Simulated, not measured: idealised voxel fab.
Process module under the name voxel local oxidation
The cross-section shown here is cut; it is 160 nm wide and divided into square cells measuring 5 nm on a side.
Format of a cross-section: grid, square cells. Given as bands. Order: top down. Band: one or more rows of cells.
Look at the band entry: it leads with the top's height and the bottom's height in nm. Then it lists the materials left to right, with a width in nm for each. The word "throughout" on a single material says that material fills the band edge to edge. The word "blank" is empty space.
Heights are reckoned from 0. Under this level, the received wafer is all of one material. The bottommost band is open-ended downward, for example "0 nm and below".
A width such as "30 to 40" changes by the same amount from each row of cells to the next, from the band's top row to its bottom row.
Reading "nothing got changed" for a step: not a cell of the cross-section changed in it.
Listed in "Voids, sealed": every empty space of 8 or more cells without an open way to the top. Form: width x height at distance, the distance being from the left edge, all in nm.
Text after the settings on a step's line: the simulator's own remark on that step.
A step line may carry the setting "overlay nm", which, for steps involving a mask, states the distance by which the mask lay to the right of its intended position; negative values denote displacement to the left.

### This section lists the process steps that were planned
1: RECEIVE, material Si
2: CONFORMAL_DEP, material SiO2, thk nm 5
3: CONFORMAL_DEP, material SiN, thk nm 10
4: PATTERN, tone cover, mask id ACTIVE, material resist, width nm 95, thk nm 15, overlay nm 0
5: DIRECTIONAL_ETCH, etch materials SiN, depth nm 10
6: STRIP, etch materials resist
7: SELECTIVE_ETCH, etch materials SiO2, depth nm 5
8: OXIDIZE, depth nm 5
9: STRIP, etch materials SiN
Split variable: depth nm, step 8. Plan value = first wafer. Wafers start alike.

### First of several wafers, received after step 1, in cross-section
	0 nm and below: Si throughout
	Voids, sealed: none

### Cross-section of the first of several wafers once the module has run through its last step, step 9
	5 nm to 0 nm: blank (35), then SiO2 (85), then blank (40)
	0 nm to -5 nm: SiO2 (40), then Si (75), then SiO2 (45)
	-5 nm and below: Si throughout
	Voids, sealed: none

### Cross-section, module end, final of several wafers
	5 nm to 0 nm: blank (35), then SiO2 (85), then blank (40)
	0 nm to -25 nm: SiO2 (60), then Si (35), then SiO2 (65)
	-25 nm and below: Si throughout
	Voids, sealed: none

### The following table contains a row per wafer, in which are reported, at the conclusion of the module, the cells of each material gained (+) or lost (-) since the wafer's receipt, with its closed voids given thereafter
depth nm 5; -17 Si; +34 SiO2; Voids, sealed: none
depth nm 10; -38 Si; +55 SiO2; Voids, sealed: none
depth nm 15; -63 Si; +80 SiO2; Voids, sealed: none
depth nm 20; -92 Si; +109 SiO2; Voids, sealed: none
depth nm 25; -125 Si; +142 SiO2; Voids, sealed: none
